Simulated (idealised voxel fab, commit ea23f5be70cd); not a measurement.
The following is a process module called voxel lift off.
Square cells of 5 nm make up the cross-section cut, whose width is 235 nm.
In this document a cross-section is written as a grid of square cells. It is given as a series of bands, listed from the top down, and a band is one or more rows of cells.
It is stipulated that each band's entry specify, in nanometres, the height of the top of the band and then that of its bottom, followed by the materials of the band in left-to-right sequence, each together with its width in nanometres. A single material marked by the word "everywhere" is understood to fill the band from edge to edge; the word "blank" is understood to denote empty space.
Height 0 is the level under which the wafer as received is all one material. The lowest band goes on downwards, as in "0 -> down".
The two numbers in a width such as "30->40" mark its ends across the band: the first belongs to the top row of cells, the second to the bottom row, and from each row to the next the width moves by the same amount.
Given "remained unchanged" for a step, no cell of the cross-section differs between before and after that step.
Each empty space that has no open way to the top and spans at least 8 cells appears under "Sealed void inventory" as width x height at distance, the distance counted from the left edge, all in nm.
The remark found on a step's line after its settings is issued by the simulator itself and pertains to that step.
If you see "overlay nm" on a step's line and that step has a mask, it's telling you how far right of where it was planned the mask ended up; a negative number means it went left instead.

Planned process steps:
| 1 | op RECEIVE | material Si |
| 2 | op CONFORMAL_DEP | material SiN | thk nm 15 |
| 3 | op PATTERN | tone open | mask id LINES | material resist | width nm 15 | pitch nm 30 | thk nm 20 | overlay nm 0 |
| 4 | op DIRECTIONAL_DEP | material Ru | thk nm 10 |
| 5 | op STRIP | etch materials resist |
| 6 | op CONFORMAL_DEP | material SiCN | thk nm 10 |

Cross-section of the wafer as it came to us, i.e., already through step 1:
	0 -> down = Si everywhere
	Sealed void inventory: none

Cross-section, first of two wafers, end of module, run as planned:
	35 -> 25 = 70 blank  95 SiCN  70 blank
	25 -> 15 = 80 SiCN  15 Ru  15 SiCN  15 Ru  15 SiCN  15 Ru  80 SiCN
	15 -> 0 = SiN everywhere
	0 -> down = Si everywhere
	Sealed void inventory: none

Second wafer at the end: like start, like plan, one mistake:
	50 -> 40 = 70 blank  95 SiCN  70 blank
	40 -> 30 = 80 SiCN  15 Ru  15 SiCN  15 Ru  15 SiCN  15 Ru  80 SiCN
	30 -> 0 = SiN everywhere
	0 -> down = Si everywhere
	Sealed void inventory: none
Deviation noted in wafer processing: the plan's step 2 ran twice
In the final state, the cell counts of the second wafer exceed or fall short of those of the first for the following materials: SiN: 141 more
